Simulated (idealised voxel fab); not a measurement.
Module name: voxel capacitor over wiring (process module)
This is section cut - it's 240 nm across, gridded in 5 nm square cells.
In this document a cross-section is written as a grid of square cells. It is given as a series of bands, listed from the top down, and a band is one or more rows of cells.
Within each band entry, the heights of the top and of the bottom of the band appear first, in that order and in nm; the materials of the band then follow from left to right, each with its corresponding width in nm. The designation "edge to edge" on a single material indicates that it fills the band from edge to edge; the designation "air" indicates empty space.
Counting heights begins at 0, where everything beneath is, in the wafer as received, one material. The lowest band has no bottom; it goes on downwards, as "0 -> down" shows.
So if you see something like "30..40" for the width, read it as the top row of the band sitting at the first number and the bottom row at the second, with every row in between moving by the same amount as the last.
"identical to before" after a step means that no cell of the cross-section changed.
Reported under the label "Closed void entries" are the empty spaces having no open way to the top and comprising 8 cells or more; the notation for each is width x height at distance, in which the distance is measured from the left edge and all three values are in nm.
Formally, on a step line, whatever follows the settings is a remark that the simulator itself makes on the step.
overlay nm: for a step with a mask, the amount by which the mask lay right of where it was planned; a negative amount means left of it.
Guide to the pairs. Each holds a before and an after cross-section around one process step; the after cross-section is cut off at the lowest band that changed. Look under the pair for the step between them and its settings. Pairs can come from different runs of this module on the same starting wafer, so a pair follows on from the one above it only where its entry headed "Pre-step profile" says it does.
**Pre-step profile**
  0 -> down = Si edge to edge
  Closed void entries: none
**State After Step**
  15 -> 0 = SiO2 edge to edge
  Anything lower than 0 is untouched.
  Closed void entries: none
The before and after cross-sections above are linked by CONFORMAL_DEP: material SiO2, thk nm 15
Pre-step profile: For the state before this step, see the after cross-section of the pair located directly above.
**State After Step**
  20 -> 15 = SiN edge to edge
  Anything lower than 15 is untouched.
  Closed void entries: none
The before and after cross-sections above are linked by CONFORMAL_DEP: material SiN, thk nm 5
Pre-step profile: For the state before this step, see the after cross-section of the pair located directly above.
**State After Step**
  35 -> 20 = SiO2 edge to edge
  Anything lower than 20 is untouched.
  Closed void entries: none
The before and after cross-sections above are linked by DIRECTIONAL_DEP: material SiO2, thk nm 15
Pre-step profile: For the state before this step, see the after cross-section of the pair located directly above.
**State After Step**
  35 -> 20 = SiO2 75 | air 20 | SiO2 50 | air 20 | SiO2 75
  Anything lower than 20 is untouched.
  Closed void entries: none
The before and after cross-sections above are linked by MASKED_ETCH: tone open, mask id METAL_1, width nm 20, pitch nm 70, etch materials SiO2, depth nm 15, overlay nm 0
Pre-step profile: For the state before this step, see the after cross-section of the pair located directly above.
**State After Step**
  35 -> 20 = SiO2 75 | air 20 | SiO2 50 | air 20 | SiO2 75
  20 -> 15 = SiN 75 | air 20 | SiN 50 | air 20 | SiN 75
  Anything lower than 15 is untouched.
  Closed void entries: none
The before and after cross-sections above are linked by MASKED_ETCH: tone open, mask id METAL_1, width nm 20, pitch nm 70, etch materials SiN, depth nm 5, overlay nm 0
Pre-step profile: For the state before this step, see the after cross-section of the pair located directly above.
**State After Step**
  40 -> 35 = TiN 80 | air 10 | TiN 60 | air 10 | TiN 80
  35 -> 20 = SiO2 75 | TiN 5 | air 10 | TiN 5 | SiO2 50 | TiN 5 | air 10 | TiN 5 | SiO2 75
  20 -> 15 = SiN 75 | TiN 20 | SiN 50 | TiN 20 | SiN 75
  Anything lower than 15 is untouched.
  Closed void entries: none
The before and after cross-sections above are linked by CONFORMAL_DEP: material TiN, thk nm 5
Pre-step profile: For the state before this step, see the after cross-section of the pair located directly above.
**State After Step**
  45 -> 40 = W edge to edge
  40 -> 35 = TiN 80 | W 10 | TiN 60 | W 10 | TiN 80
  35 -> 20 = SiO2 75 | TiN 5 | W 10 | TiN 5 | SiO2 50 | TiN 5 | W 10 | TiN 5 | SiO2 75
  Anything lower than 20 is untouched.
  Closed void entries: none
The before and after cross-sections above are linked by FILL_DEP: material W, thk nm 5
Pre-step profile: For the state before this step, see the after cross-section of the pair located directly above.
**State After Step**
  35 -> 20 = SiO2 75 | TiN 5 | W 10 | TiN 5 | SiO2 50 | TiN 5 | W 10 | TiN 5 | SiO2 75
  Anything lower than 20 is untouched.
  Closed void entries: none
The before and after cross-sections above are linked by CMP: height nm 35
Pre-step profile: For the state before this step, see the after cross-section of the pair located directly above.
**State After Step**
  40 -> 35 = SiCN edge to edge
  Anything lower than 35 is untouched.
  Closed void entries: none
The before and after cross-sections above are linked by CONFORMAL_DEP: material SiCN, thk nm 5
Pre-step profile: For the state before this step, see the after cross-section of the pair located directly above.
**State After Step**
  50 -> 40 = SiO2 edge to edge
  Anything lower than 40 is untouched.
  Closed void entries: none
The before and after cross-sections above are linked by DIRECTIONAL_DEP: material SiO2, thk nm 10
Pre-step profile: For the state before this step, see the after cross-section of the pair located directly above.
**State After Step**
  70 -> 50 = resist 80 | air 15 | resist 145
  Anything lower than 50 is untouched.
  Closed void entries: none
The before and after cross-sections above are linked by PATTERN: tone open, mask id PLUG_1, material resist, width nm 15, thk nm 20, overlay nm 0
Pre-step profile: For the state before this step, see the after cross-section of the pair located directly above.
**State After Step**
  70 -> 50 = resist 80 | air 15 | resist 145
  50 -> 40 = SiO2 80 | air 15 | SiO2 145
  Anything lower than 40 is untouched.
  Closed void entries: none
The before and after cross-sections above are linked by DIRECTIONAL_ETCH: etch materials SiO2, depth nm 10
Pre-step profile: For the state before this step, see the after cross-section of the pair located directly above.
**State After Step**
  70 -> 50 = resist 80 | air 15 | resist 145
  50 -> 40 = SiO2 80 | air 15 | SiO2 145
  40 -> 35 = SiCN 80 | air 15 | SiCN 145
  Anything lower than 35 is untouched.
  Closed void entries: none
The before and after cross-sections above are linked by DIRECTIONAL_ETCH: etch materials SiCN, depth nm 5
Pre-step profile: For the state before this step, see the after cross-section of the pair located directly above.
**State After Step**
  50 -> 40 = SiO2 80 | air 15 | SiO2 145
  Anything lower than 40 is untouched.
  Closed void entries: none
The before and after cross-sections above are linked by STRIP: etch materials resist
Pre-step profile: For the state before this step, see the after cross-section of the pair located directly above.
**State After Step**
  55 -> 50 = TiN 85 | air 5 | TiN 150
  50 -> 40 = SiO2 80 | TiN 5 | air 5 | TiN 5 | SiO2 145
  40 -> 35 = SiCN 80 | TiN 15 | SiCN 145
  Anything lower than 35 is untouched.
  Closed void entries: none
The before and after cross-sections above are linked by CONFORMAL_DEP: material TiN, thk nm 5
Pre-step profile: For the state before this step, see the after cross-section of the pair located directly above.
**State After Step**
  60 -> 55 = Cu edge to edge
  55 -> 50 = TiN 85 | Cu 5 | TiN 150
  50 -> 40 = SiO2 80 | TiN 5 | Cu 5 | TiN 5 | SiO2 145
  Anything lower than 40 is untouched.
  Closed void entries: none
The before and after cross-sections above are linked by FILL_DEP: material Cu, thk nm 5
Pre-step profile: For the state before this step, see the after cross-section of the pair located directly above.
**State After Step**
  50 -> 40 = SiO2 80 | TiN 5 | Cu 5 | TiN 5 | SiO2 145
  Anything lower than 40 is untouched.
  Closed void entries: none
The before and after cross-sections above are linked by CMP: height nm 50
Pre-step profile: For the state before this step, see the after cross-section of the pair located directly above.
**State After Step**
  55 -> 50 = TiN edge to edge
  Anything lower than 50 is untouched.
  Closed void entries: none
The before and after cross-sections above are linked by DIRECTIONAL_DEP: material TiN, thk nm 5
Pre-step profile: For the state before this step, see the after cross-section of the pair located directly above.
**State After Step**
  60 -> 55 = Al2O3 edge to edge
  Anything lower than 55 is untouched.
  Closed void entries: none
The before and after cross-sections above are linked by DIRECTIONAL_DEP: material Al2O3, thk nm 5
Pre-step profile: For the state before this step, see the after cross-section of the pair located directly above.
**State After Step**
  65 -> 60 = TiN edge to edge
  Anything lower than 60 is untouched.
  Closed void entries: none
The before and after cross-sections above are linked by DIRECTIONAL_DEP: material TiN, thk nm 5
Pre-step profile: For the state before this step, see the after cross-section of the pair located directly above.
**State After Step**
  65 -> 60 = air 80 | TiN 55 | air 105
  Anything lower than 60 is untouched.
  Closed void entries: none
The before and after cross-sections above are linked by MASKED_ETCH: tone cover, mask id UPPER_PLATE, width nm 55, etch materials TiN, depth nm 5, overlay nm 0
Pre-step profile: For the state before this step, see the after cross-section of the pair located directly above.
**State After Step**
  65 -> 60 = air 80 | TiN 55 | air 105
  60 -> 55 = air 80 | Al2O3 55 | air 105
  Anything lower than 55 is untouched.
  Closed void entries: none
The before and after cross-sections above are linked by MASKED_ETCH: tone cover, mask id UPPER_PLATE, width nm 55, etch materials Al2O3, depth nm 5, overlay nm 0
Pre-step profile: For the state before this step, see the after cross-section of the pair located directly above.
**State After Step**
  80 -> 70 = air 80 | aC 55 | air 105
  70 -> 65 = aC edge to edge
  65 -> 60 = aC 80 | TiN 55 | aC 105
  60 -> 55 = aC 80 | Al2O3 55 | aC 105
  Anything lower than 55 is untouched.
  Closed void entries: none
The before and after cross-sections above are linked by DIRECTIONAL_DEP: material aC, thk nm 15
Pre-step profile: For the state before this step, see the after cross-section of the pair located directly above.
**State After Step**
  115 -> 80 = air 75 | resist 65 | air 100
  80 -> 70 = air 75 | resist 5 | aC 55 | resist 5 | air 100
  Anything lower than 70 is untouched.
  Closed void entries: none
The before and after cross-sections above are linked by PATTERN: tone cover, mask id LOWER_PLATE, material resist, width nm 65, thk nm 35, overlay nm 0
Pre-step profile: For the state before this step, see the after cross-section of the pair located directly above.
**State After Step**
  100 -> 80 = air 75 | resist 65 | air 100
  80 -> 70 = air 75 | resist 5 | aC 55 | resist 5 | air 100
  70 -> 65 = air 75 | aC 65 | air 100
  65 -> 60 = air 75 | aC 5 | TiN 55 | aC 5 | air 100
  60 -> 55 = air 75 | aC 5 | Al2O3 55 | aC 5 | air 100
  Anything lower than 55 is untouched.
  Closed void entries: none
The before and after cross-sections above are linked by DIRECTIONAL_ETCH: etch materials aC, depth nm 15
Pre-step profile: For the state before this step, see the after cross-section of the pair located directly above.
**State After Step**
  80 -> 70 = air 80 | aC 55 | air 105
  Anything lower than 70 is untouched.
  Closed void entries: none
The before and after cross-sections above are linked by STRIP: etch materials resist
Pre-step profile: For the state before this step, see the after cross-section of the pair located directly above.
**State After Step**
  80 -> 70 = air 80 | aC 55 | air 105
  70 -> 65 = air 75 | aC 65 | air 100
  65 -> 60 = air 75 | aC 5 | TiN 55 | aC 5 | air 100
  60 -> 55 = air 75 | aC 5 | Al2O3 55 | aC 5 | air 100
  55 -> 50 = air 75 | TiN 65 | air 100
  Anything lower than 50 is untouched.
  Closed void entries: none
The before and after cross-sections above are linked by DIRECTIONAL_ETCH: etch materials TiN, depth nm 5
Pre-step profile: For the state before this step, see the after cross-section of the pair located directly above.
**State After Step**
  65 -> 60 = air 80 | TiN 55 | air 105
  60 -> 55 = air 80 | Al2O3 55 | air 105
  Anything lower than 55 is untouched.
  Closed void entries: none
The before and after cross-sections above are linked by STRIP: etch materials aC
Pre-step profile: For the state before this step, see the after cross-section of the pair located directly above.
**State After Step**
  85 -> 65 = SiO2 edge to edge
  65 -> 60 = SiO2 80 | TiN 55 | SiO2 105
  60 -> 55 = SiO2 80 | Al2O3 55 | SiO2 105
  55 -> 50 = SiO2 75 | TiN 65 | SiO2 100
  Anything lower than 50 is untouched.
  Closed void entries: none
The before and after cross-sections above are linked by FILL_DEP: material SiO2, thk nm 20
Pre-step profile: For the state before this step, see the after cross-section of the pair located directly above.
**State After Step**
  80 -> 65 = SiO2 edge to edge
  Anything lower than 65 is untouched.
  Closed void entries: none
The before and after cross-sections above are linked by CMP: height nm 80
Pre-step profile: For the state before this step, see the after cross-section of the pair located directly above.
**State After Step**
  80 -> 65 = SiO2 90 | air 15 | SiO2 135
  Anything lower than 65 is untouched.
  Closed void entries: none
The before and after cross-sections above are linked by MASKED_ETCH: tone open, mask id PLUG_2, width nm 15, etch materials SiO2, depth nm 15, overlay nm 0
Pre-step profile: For the state before this step, see the after cross-section of the pair located directly above.
**State After Step**
  85 -> 80 = TiN 95 | air 5 | TiN 140
  80 -> 70 = SiO2 90 | TiN 5 | air 5 | TiN 5 | SiO2 135
  70 -> 60 = SiO2 90..80 | TiN 15..55 | SiO2 135..105
  Anything lower than 60 is untouched.
  Closed void entries: none
The before and after cross-sections above are linked by CONFORMAL_DEP: material TiN, thk nm 5
Pre-step profile: For the state before this step, see the after cross-section of the pair located directly above.
**State After Step**
  90 -> 85 = Cu edge to edge
  85 -> 80 = TiN 95 | Cu 5 | TiN 140
  80 -> 70 = SiO2 90 | TiN 5 | Cu 5 | TiN 5 | SiO2 135
  Anything lower than 70 is untouched.
  Closed void entries: none
The before and after cross-sections above are linked by FILL_DEP: material Cu, thk nm 5
Pre-step profile: For the state before this step, see the after cross-section of the pair located directly above.
**State After Step**
  80 -> 70 = SiO2 90 | TiN 5 | Cu 5 | TiN 5 | SiO2 135
  Anything lower than 70 is untouched.
  Closed void entries: none
The before and after cross-sections above are linked by CMP: height nm 80
Pre-step profile: For the state before this step, see the after cross-section of the pair located directly above.
**State After Step**
  85 -> 80 = SiN edge to edge
  Anything lower than 80 is untouched.
  Closed void entries: none
The before and after cross-sections above are linked by CONFORMAL_DEP: material SiN, thk nm 5
**Pre-step profile**
  60 -> 55 = Al2O3 edge to edge
  55 -> 50 = TiN edge to edge
  50 -> 40 = SiO2 80 | TiN 5 | Cu 5 | TiN 5 | SiO2 145
  40 -> 35 = SiCN 80 | TiN 15 | SiCN 145
  35 -> 20 = SiO2 75 | TiN 5 | W 10 | TiN 5 | SiO2 50 | TiN 5 | W 10 | TiN 5 | SiO2 75
  20 -> 15 = SiN 75 | TiN 20 | SiN 50 | TiN 20 | SiN 75
  15 -> 0 = SiO2 edge to edge
  0 -> down = Si edge to edge
  Closed void entries: none
**State After Step**
  60 -> 55 = air 80 | Al2O3 55 | air 105
  Anything lower than 55 is untouched.
  Closed void entries: none
The before and after cross-sections above are linked by MASKED_ETCH: tone cover, mask id UPPER_PLATE, width nm 55, etch materials Al2O3, depth nm 5, overlay nm 0
Pre-step profile: For the state before this step, see the after cross-section of the pair located directly above.
**State After Step**
  75 -> 70 = air 80 | aC 55 | air 105
  70 -> 60 = aC edge to edge
  60 -> 55 = aC 80 | Al2O3 55 | aC 105
  Anything lower than 55 is untouched.
  Closed void entries: none
The before and after cross-sections above are linked by DIRECTIONAL_DEP: material aC, thk nm 15
Pre-step profile: For the state before this step, see the after cross-section of the pair located directly above.
**State After Step**
  110 -> 75 = air 75 | resist 65 | air 100
  75 -> 70 = air 75 | resist 5 | aC 55 | resist 5 | air 100
  Anything lower than 70 is untouched.
  Closed void entries: none
The before and after cross-sections above are linked by PATTERN: tone cover, mask id LOWER_PLATE, material resist, width nm 65, thk nm 35, overlay nm 0
Pre-step profile: For the state before this step, see the after cross-section of the pair located directly above.
**State After Step**
  95 -> 75 = air 75 | resist 65 | air 100
  75 -> 70 = air 75 | resist 5 | aC 55 | resist 5 | air 100
  70 -> 60 = air 75 | aC 65 | air 100
  60 -> 55 = air 75 | aC 5 | Al2O3 55 | aC 5 | air 100
  Anything lower than 55 is untouched.
  Closed void entries: none
The before and after cross-sections above are linked by DIRECTIONAL_ETCH: etch materials aC, depth nm 15
Pre-step profile: For the state before this step, see the after cross-section of the pair located directly above.
**State After Step**
  75 -> 70 = air 80 | aC 55 | air 105
  Anything lower than 70 is untouched.
  Closed void entries: none
The before and after cross-sections above are linked by STRIP: etch materials resist
Pre-step profile: For the state before this step, see the after cross-section of the pair located directly above.
**State After Step**
  75 -> 70 = air 80 | aC 55 | air 105
  70 -> 60 = air 75 | aC 65 | air 100
  60 -> 55 = air 75 | aC 5 | Al2O3 55 | aC 5 | air 100
  55 -> 50 = air 75 | TiN 65 | air 100
  Anything lower than 50 is untouched.
  Closed void entries: none
The before and after cross-sections above are linked by DIRECTIONAL_ETCH: etch materials TiN, depth nm 5
Pre-step profile: For the state before this step, see the after cross-section of the pair located directly above.
**State After Step**
  60 -> 55 = air 80 | Al2O3 55 | air 105
  Anything lower than 55 is untouched.
  Closed void entries: none
The before and after cross-sections above are linked by STRIP: etch materials aC
Pre-step profile: For the state before this step, see the after cross-section of the pair located directly above.
**State After Step**
  80 -> 60 = SiO2 edge to edge
  60 -> 55 = SiO2 80 | Al2O3 55 | SiO2 105
  55 -> 50 = SiO2 75 | TiN 65 | SiO2 100
  Anything lower than 50 is untouched.
  Closed void entries: none
The before and after cross-sections above are linked by FILL_DEP: material SiO2, thk nm 20
Pre-step profile: For the state before this step, see the after cross-section of the pair located directly above.
**State After Step**
  80 -> 65 = SiO2 90 | air 15 | SiO2 135
  Anything lower than 65 is untouched.
  Closed void entries: none
The before and after cross-sections above are linked by MASKED_ETCH: tone open, mask id PLUG_2, width nm 15, etch materials SiO2, depth nm 15, overlay nm 0
Pre-step profile: For the state before this step, see the after cross-section of the pair located directly above.
**State After Step**
  85 -> 80 = TiN 95 | air 5 | TiN 140
  80 -> 70 = SiO2 90 | TiN 5 | air 5 | TiN 5 | SiO2 135
  70 -> 65 = SiO2 90 | TiN 15 | SiO2 135
  Anything lower than 65 is untouched.
  Closed void entries: none
The before and after cross-sections above are linked by CONFORMAL_DEP: material TiN, thk nm 5
Pre-step profile: For the state before this step, see the after cross-section of the pair located directly above.
**State After Step**
  90 -> 85 = Cu edge to edge
  85 -> 80 = TiN 95 | Cu 5 | TiN 140
  80 -> 70 = SiO2 90 | TiN 5 | Cu 5 | TiN 5 | SiO2 135
  Anything lower than 70 is untouched.
  Closed void entries: none
The before and after cross-sections above are linked by FILL_DEP: material Cu, thk nm 5
Pre-step profile: For the state before this step, see the after cross-section of the pair located directly above.
**State After Step**
  80 -> 70 = SiO2 90 | TiN 5 | Cu 5 | TiN 5 | SiO2 135
  Anything lower than 70 is untouched.
  Closed void entries: none
The before and after cross-sections above are linked by CMP: height nm 80
Pre-step profile: For the state before this step, see the after cross-section of the pair located directly above.
**State After Step**
  85 -> 80 = SiN edge to edge
  Anything lower than 80 is untouched.
  Closed void entries: none
The before and after cross-sections above are linked by CONFORMAL_DEP: material SiN, thk nm 5
**Pre-step profile**
  50 -> 40 = SiO2 80 | TiN 5 | Cu 5 | TiN 5 | SiO2 145
  40 -> 35 = SiCN 80 | TiN 15 | SiCN 145
  35 -> 20 = SiO2 75 | TiN 5 | W 10 | TiN 5 | SiO2 50 | TiN 5 | W 10 | TiN 5 | SiO2 75
  20 -> 15 = SiN 75 | TiN 20 | SiN 50 | TiN 20 | SiN 75
  15 -> 0 = SiO2 edge to edge
  0 -> down = Si edge to edge
  Closed void entries: none
**State After Step**
  55 -> 50 = Al2O3 edge to edge
  Anything lower than 50 is untouched.
  Closed void entries: none
The before and after cross-sections above are linked by DIRECTIONAL_DEP: material Al2O3, thk nm 5
Pre-step profile: For the state before this step, see the after cross-section of the pair located directly above.
**State After Step**
  60 -> 55 = TiN edge to edge
  Anything lower than 55 is untouched.
  Closed void entries: none
The before and after cross-sections above are linked by DIRECTIONAL_DEP: material TiN, thk nm 5
Pre-step profile: For the state before this step, see the after cross-section of the pair located directly above.
**State After Step**
  65 -> 55 = TiN edge to edge
  Anything lower than 55 is untouched.
  Closed void entries: none
The before and after cross-sections above are linked by DIRECTIONAL_DEP: material TiN, thk nm 5
Pre-step profile: For the state before this step, see the after cross-section of the pair located directly above.
**State After Step**
  65 -> 60 = air 80 | TiN 55 | air 105
  Anything lower than 60 is untouched.
  Closed void entries: none
The before and after cross-sections above are linked by MASKED_ETCH: tone cover, mask id UPPER_PLATE, width nm 55, etch materials TiN, depth nm 5, overlay nm 0
Pre-step profile: For the state before this step, see the after cross-section of the pair located directly above.
**State After Step**
  80 -> 75 = air 80 | aC 55 | air 105
  75 -> 65 = aC edge to edge
  65 -> 60 = aC 80 | TiN 55 | aC 105
  Anything lower than 60 is untouched.
  Closed void entries: none
The before and after cross-sections above are linked by DIRECTIONAL_DEP: material aC, thk nm 15
Pre-step profile: For the state before this step, see the after cross-section of the pair located directly above.
**State After Step**
  115 -> 80 = air 75 | resist 65 | air 100
  80 -> 75 = air 75 | resist 5 | aC 55 | resist 5 | air 100
  Anything lower than 75 is untouched.
  Closed void entries: none
The before and after cross-sections above are linked by PATTERN: tone cover, mask id LOWER_PLATE, material resist, width nm 65, thk nm 35, overlay nm 0
Pre-step profile: For the state before this step, see the after cross-section of the pair located directly above.
**State After Step**
  100 -> 80 = air 75 | resist 65 | air 100
  80 -> 75 = air 75 | resist 5 | aC 55 | resist 5 | air 100
  75 -> 65 = air 75 | aC 65 | air 100
  65 -> 60 = air 75 | aC 5 | TiN 55 | aC 5 | air 100
  Anything lower than 60 is untouched.
  Closed void entries: none
The before and after cross-sections above are linked by DIRECTIONAL_ETCH: etch materials aC, depth nm 15
Pre-step profile: For the state before this step, see the after cross-section of the pair located directly above.
**State After Step**
  80 -> 75 = air 80 | aC 55 | air 105
  Anything lower than 75 is untouched.
  Closed void entries: none
The before and after cross-sections above are linked by STRIP: etch materials resist
Pre-step profile: For the state before this step, see the after cross-section of the pair located directly above.
**State After Step**
  80 -> 75 = air 80 | aC 55 | air 105
  75 -> 65 = air 75 | aC 65 | air 100
  65 -> 60 = air 75 | aC 5 | TiN 55 | aC 5 | air 100
  60 -> 55 = air 75 | TiN 65 | air 100
  Anything lower than 55 is untouched.
  Closed void entries: none
The before and after cross-sections above are linked by DIRECTIONAL_ETCH: etch materials TiN, depth nm 5
Pre-step profile: For the state before this step, see the after cross-section of the pair located directly above.
**State After Step**
  65 -> 55 = air 80..75 | TiN 55..65 | air 105..100
  Anything lower than 55 is untouched.
  Closed void entries: none
The before and after cross-sections above are linked by STRIP: etch materials aC
Pre-step profile: For the state before this step, see the after cross-section of the pair located directly above.
**State After Step**
  85 -> 65 = SiO2 edge to edge
  65 -> 55 = SiO2 80..75 | TiN 55..65 | SiO2 105..100
  Anything lower than 55 is untouched.
  Closed void entries: none
The before and after cross-sections above are linked by FILL_DEP: material SiO2, thk nm 20
Pre-step profile: For the state before this step, see the after cross-section of the pair located directly above.
**State After Step**
  80 -> 65 = SiO2 edge to edge
  Anything lower than 65 is untouched.
  Closed void entries: none
The before and after cross-sections above are linked by CMP: height nm 80
Pre-step profile: For the state before this step, see the after cross-section of the pair located directly above.
**State After Step**
  80 -> 65 = SiO2 90 | air 15 | SiO2 135
  Anything lower than 65 is untouched.
  Closed void entries: none
The before and after cross-sections above are linked by MASKED_ETCH: tone open, mask id PLUG_2, width nm 15, etch materials SiO2, depth nm 15, overlay nm 0
Pre-step profile: For the state before this step, see the after cross-section of the pair located directly above.
**State After Step**
  85 -> 80 = TiN 95 | air 5 | TiN 140
  80 -> 70 = SiO2 90 | TiN 5 | air 5 | TiN 5 | SiO2 135
  70 -> 60 = SiO2 90..80 | TiN 15..55 | SiO2 135..105
  Anything lower than 60 is untouched.
  Closed void entries: none
The before and after cross-sections above are linked by CONFORMAL_DEP: material TiN, thk nm 5
Pre-step profile: For the state before this step, see the after cross-section of the pair located directly above.
**State After Step**
  90 -> 85 = Cu edge to edge
  85 -> 80 = TiN 95 | Cu 5 | TiN 140
  80 -> 70 = SiO2 90 | TiN 5 | Cu 5 | TiN 5 | SiO2 135
  Anything lower than 70 is untouched.
  Closed void entries: none
The before and after cross-sections above are linked by FILL_DEP: material Cu, thk nm 5
Pre-step profile: For the state before this step, see the after cross-section of the pair located directly above.
**State After Step**
  80 -> 70 = SiO2 90 | TiN 5 | Cu 5 | TiN 5 | SiO2 135
  Anything lower than 70 is untouched.
  Closed void entries: none
The before and after cross-sections above are linked by CMP: height nm 80
Pre-step profile: For the state before this step, see the after cross-section of the pair located directly above.
**State After Step**
  85 -> 80 = SiN edge to edge
  Anything lower than 80 is untouched.
  Closed void entries: none
The before and after cross-sections above are linked by CONFORMAL_DEP: material SiN, thk nm 5
**Pre-step profile**
  60 -> 55 = Al2O3 edge to edge
  55 -> 50 = TiN edge to edge
  50 -> 40 = SiO2 80 | TiN 5 | Cu 5 | TiN 5 | SiO2 145
  40 -> 35 = SiCN 80 | TiN 15 | SiCN 145
  35 -> 20 = SiO2 75 | TiN 5 | W 10 | TiN 5 | SiO2 50 | TiN 5 | W 10 | TiN 5 | SiO2 75
  20 -> 15 = SiN 75 | TiN 20 | SiN 50 | TiN 20 | SiN 75
  15 -> 0 = SiO2 edge to edge
  0 -> down = Si edge to edge
  Closed void entries: none
**State After Step**
  75 -> 60 = TiN edge to edge
  Anything lower than 60 is untouched.
  Closed void entries: none
The before and after cross-sections above are linked by DIRECTIONAL_DEP: material TiN, thk nm 15
Pre-step profile: For the state before this step, see the after cross-section of the pair located directly above.
**State After Step**
  75 -> 70 = air 80 | TiN 55 | air 105
  Anything lower than 70 is untouched.
  Closed void entries: none
The before and after cross-sections above are linked by MASKED_ETCH: tone cover, mask id UPPER_PLATE, width nm 55, etch materials TiN, depth nm 5, overlay nm 0
Pre-step profile: For the state before this step, see the after cross-section of the pair located directly above.
**State After Step**
  90 -> 85 = air 80 | aC 55 | air 105
  85 -> 75 = aC edge to edge
  75 -> 70 = aC 80 | TiN 55 | aC 105
  Anything lower than 70 is untouched.
  Closed void entries: none
The before and after cross-sections above are linked by DIRECTIONAL_DEP: material aC, thk nm 15
Pre-step profile: For the state before this step, see the after cross-section of the pair located directly above.
**State After Step**
  125 -> 90 = air 75 | resist 65 | air 100
  90 -> 85 = air 75 | resist 5 | aC 55 | resist 5 | air 100
  Anything lower than 85 is untouched.
  Closed void entries: none
The before and after cross-sections above are linked by PATTERN: tone cover, mask id LOWER_PLATE, material resist, width nm 65, thk nm 35, overlay nm 0
Pre-step profile: For the state before this step, see the after cross-section of the pair located directly above.
**State After Step**
  110 -> 90 = air 75 | resist 65 | air 100
  90 -> 85 = air 75 | resist 5 | aC 55 | resist 5 | air 100
  85 -> 75 = air 75 | aC 65 | air 100
  75 -> 70 = air 75 | aC 5 | TiN 55 | aC 5 | air 100
  Anything lower than 70 is untouched.
  Closed void entries: none
The before and after cross-sections above are linked by DIRECTIONAL_ETCH: etch materials aC, depth nm 15
Pre-step profile: For the state before this step, see the after cross-section of the pair located directly above.
**State After Step**
  90 -> 85 = air 80 | aC 55 | air 105
  Anything lower than 85 is untouched.
  Closed void entries: none
The before and after cross-sections above are linked by STRIP: etch materials resist
Pre-step profile: For the state before this step, see the after cross-section of the pair located directly above.
**State After Step**
  90 -> 85 = air 80 | aC 55 | air 105
  85 -> 75 = air 75 | aC 65 | air 100
  75 -> 70 = air 75 | aC 5 | TiN 55 | aC 5 | air 100
  70 -> 65 = air 75 | TiN 65 | air 100
  Anything lower than 65 is untouched.
  Closed void entries: none
The before and after cross-sections above are linked by DIRECTIONAL_ETCH: etch materials TiN, depth nm 5
Pre-step profile: For the state before this step, see the after cross-section of the pair located directly above.
**State After Step**
  75 -> 65 = air 80..75 | TiN 55..65 | air 105..100
  Anything lower than 65 is untouched.
  Closed void entries: none
The before and after cross-sections above are linked by STRIP: etch materials aC
Pre-step profile: For the state before this step, see the after cross-section of the pair located directly above.
**State After Step**
  95 -> 75 = SiO2 edge to edge
  75 -> 65 = SiO2 80..75 | TiN 55..65 | SiO2 105..100
  Anything lower than 65 is untouched.
  Closed void entries: none
The before and after cross-sections above are linked by FILL_DEP: material SiO2, thk nm 20
Pre-step profile: For the state before this step, see the after cross-section of the pair located directly above.
**State After Step**
  80 -> 75 = SiO2 edge to edge
  Anything lower than 75 is untouched.
  Closed void entries: none
The before and after cross-sections above are linked by CMP: height nm 80
Pre-step profile: For the state before this step, see the after cross-section of the pair located directly above.
**State After Step**
  80 -> 75 = SiO2 90 | air 15 | SiO2 135
  Anything lower than 75 is untouched.
  Closed void entries: none
The before and after cross-sections above are linked by MASKED_ETCH: tone open, mask id PLUG_2, width nm 15, etch materials SiO2, depth nm 15, overlay nm 0
Pre-step profile: For the state before this step, see the after cross-section of the pair located directly above.
**State After Step**
  85 -> 80 = TiN 95 | air 5 | TiN 140
  80 -> 70 = SiO2 90..80 | TiN 15..55 | SiO2 135..105
  Anything lower than 70 is untouched.
  Closed void entries: none
The before and after cross-sections above are linked by CONFORMAL_DEP: material TiN, thk nm 5
Pre-step profile: For the state before this step, see the after cross-section of the pair located directly above.
**State After Step**
  90 -> 85 = Cu edge to edge
  85 -> 80 = TiN 95 | Cu 5 | TiN 140
  Anything lower than 80 is untouched.
  Closed void entries: none
The before and after cross-sections above are linked by FILL_DEP: material Cu, thk nm 5
Pre-step profile: For the state before this step, see the after cross-section of the pair located directly above.
**State After Step**
  80 -> 70 = SiO2 90..80 | TiN 15..55 | SiO2 135..105
  Anything lower than 70 is untouched.
  Closed void entries: none
The before and after cross-sections above are linked by CMP: height nm 80
Pre-step profile: For the state before this step, see the after cross-section of the pair located directly above.
**State After Step**
  85 -> 80 = SiN edge to edge
  Anything lower than 80 is untouched.
  Closed void entries: none
The before and after cross-sections above are linked by CONFORMAL_DEP: material SiN, thk nm 5
**Pre-step profile**
  65 -> 60 = TiN edge to edge
  60 -> 55 = Al2O3 edge to edge
  55 -> 50 = TiN edge to edge
  50 -> 40 = SiO2 80 | TiN 5 | Cu 5 | TiN 5 | SiO2 145
  40 -> 35 = SiCN 80 | TiN 15 | SiCN 145
  35 -> 20 = SiO2 75 | TiN 5 | W 10 | TiN 5 | SiO2 50 | TiN 5 | W 10 | TiN 5 | SiO2 75
  20 -> 15 = SiN 75 | TiN 20 | SiN 50 | TiN 20 | SiN 75
  15 -> 0 = SiO2 edge to edge
  0 -> down = Si edge to edge
  Closed void entries: none
**State After Step**
  65 -> 60 = air 85 | TiN 50 | air 105
  Anything lower than 60 is untouched.
  Closed void entries: none
The before and after cross-sections above are linked by MASKED_ETCH: tone cover, mask id UPPER_PLATE, width nm 50, etch materials TiN, depth nm 5, overlay nm 0
Pre-step profile: For the state before this step, see the after cross-section of the pair located directly above.
**State After Step**
  65 -> 60 = air 85 | TiN 50 | air 105
  60 -> 55 = air 80 | Al2O3 55 | air 105
  Anything lower than 55 is untouched.
  Closed void entries: none
The before and after cross-sections above are linked by MASKED_ETCH: tone cover, mask id UPPER_PLATE, width nm 55, etch materials Al2O3, depth nm 5, overlay nm 0
Pre-step profile: For the state before this step, see the after cross-section of the pair located directly above.
**State After Step**
  80 -> 70 = air 85..80 | aC 50..55 | air 105
  70 -> 65 = aC edge to edge
  65 -> 60 = aC 85 | TiN 50 | aC 105
  60 -> 55 = aC 80 | Al2O3 55 | aC 105
  Anything lower than 55 is untouched.
  Closed void entries: none
The before and after cross-sections above are linked by DIRECTIONAL_DEP: material aC, thk nm 15
